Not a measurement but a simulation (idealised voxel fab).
Presented below is a process module, voxel gate over fins.
Square cells of 5 nm make up the cross-section cut, whose width is 155 nm.
Cross-section spec: square-cell grid; bands listed top down; each band is one or more rows. For a band, the entry starts with two heights in nm, that of the top and then that of the bottom, and carries on with the band's materials in order from left to right, each alongside its width in nm; the word "edge to edge" beside a single material means it fills the band edge to edge, and "empty" means empty space. The level at which height equals 0 is the one under which the wafer, as it arrives, is entirely one material. No lower edge exists for the bottom band, which continues downward and is notated as in "0 nm and below". Per-row width for "30..40": begins at first number (top row of band), ends at second number (bottom row), increment between rows held constant. "no change" -> step changed no cross-section cell. "Cavities, closed" contains a list of empty spaces, each no smaller than 8 cells and without an open way to the top, written in the form width x height at distance with the distance from the left edge and all three in nm. Where a step's line continues beyond its settings, the continuation is a remark by the simulator itself on that step. Steps that use a mask can have "overlay nm" on their line. It says how far the mask sat to the right of where it was meant to be. Negative means to the left.
### The steps planned for the process are as follows
1: RECEIVE (material Si)
2: CONFORMAL_DEP (material SiN; thk nm 5)
3: PATTERN (tone cover; mask id FINS; material resist; width nm 15; pitch nm 35; thk nm 15; overlay nm 0)
4: DIRECTIONAL_ETCH (etch materials SiN; depth nm 5)
5: DIRECTIONAL_ETCH (etch materials Si; depth nm 30)
6: STRIP (etch materials resist)
7: OXIDIZE (depth nm 5)
8: FILL_DEP (material SiO2; thk nm 15)
9: CMP (height nm 5)
10: SELECTIVE_ETCH (etch materials SiO2; depth nm 15)
11: STRIP (etch materials SiN)
12: CONFORMAL_DEP (material HfO2; thk nm 5)
13: CONFORMAL_DEP (material TiN; thk nm 5)
14: FILL_DEP (material W; thk nm 10)
15: CMP (height nm 15)
16: CONFORMAL_DEP (material SiCN; thk nm 10)
### The cross-section here shows the wafer as received, i.e. in its state after step 1
* 0 nm and below  Si edge to edge
* Cavities, closed: none
### End-of-module XS, first of two wafers, run as planned
* 25 nm to 15 nm  SiCN edge to edge
* 15 nm to 10 nm  W edge to edge
* 10 nm to 5 nm  W 45, TiN 25, W 10, TiN 25, W 50
* 5 nm to 0 nm  W 45, TiN 5, HfO2 15, TiN 5, W 10, TiN 5, HfO2 15, TiN 5, W 50
* 0 nm to -5 nm  TiN 50, HfO2 5, Si 5, HfO2 5, TiN 20, HfO2 5, Si 5, HfO2 5, TiN 55
* -5 nm to -10 nm  HfO2 55, Si 5, HfO2 30, Si 5, HfO2 60
* -10 nm to -35 nm  SiO2 55, Si 5, SiO2 30, Si 5, SiO2 60
* -35 nm and below  Si edge to edge
* Cavities, closed: none
### Second of two wafers, module complete, sectioned: it shares the first wafer's start and plan but was run with one mistake
* 25 nm to 15 nm  SiCN edge to edge
* 15 nm to 10 nm  W edge to edge
* 10 nm to 5 nm  W 45, TiN 25, W 10, TiN 25, W 50
* 5 nm to 0 nm  W 45, TiN 5, HfO2 15, TiN 5, W 10, TiN 5, HfO2 15, TiN 5, W 50
* 0 nm to -5 nm  TiN 50, HfO2 5, Si 5, HfO2 5, TiN 5, W 10, TiN 5, HfO2 5, Si 5, HfO2 5, TiN 55
* -5 nm to -10 nm  HfO2 40, TiN 10, HfO2 5, Si 5, HfO2 5, TiN 20, HfO2 5, Si 5, HfO2 5, TiN 10, HfO2 45
* -10 nm to -15 nm  SiO2 35, HfO2 20, Si 5, HfO2 30, Si 5, HfO2 20, SiO2 40
* -15 nm to -35 nm  SiO2 55, Si 5, SiO2 30, Si 5, SiO2 60
* -35 nm and below  Si edge to edge
* Cavities, closed: none
Which mistake was made when the wafer was run? plan vs actual: 10 and 11 interchanged
End of process, cell counts, second wafer against first, materials with more or fewer: HfO2 +6, SiO2 -14, TiN +6, W +2
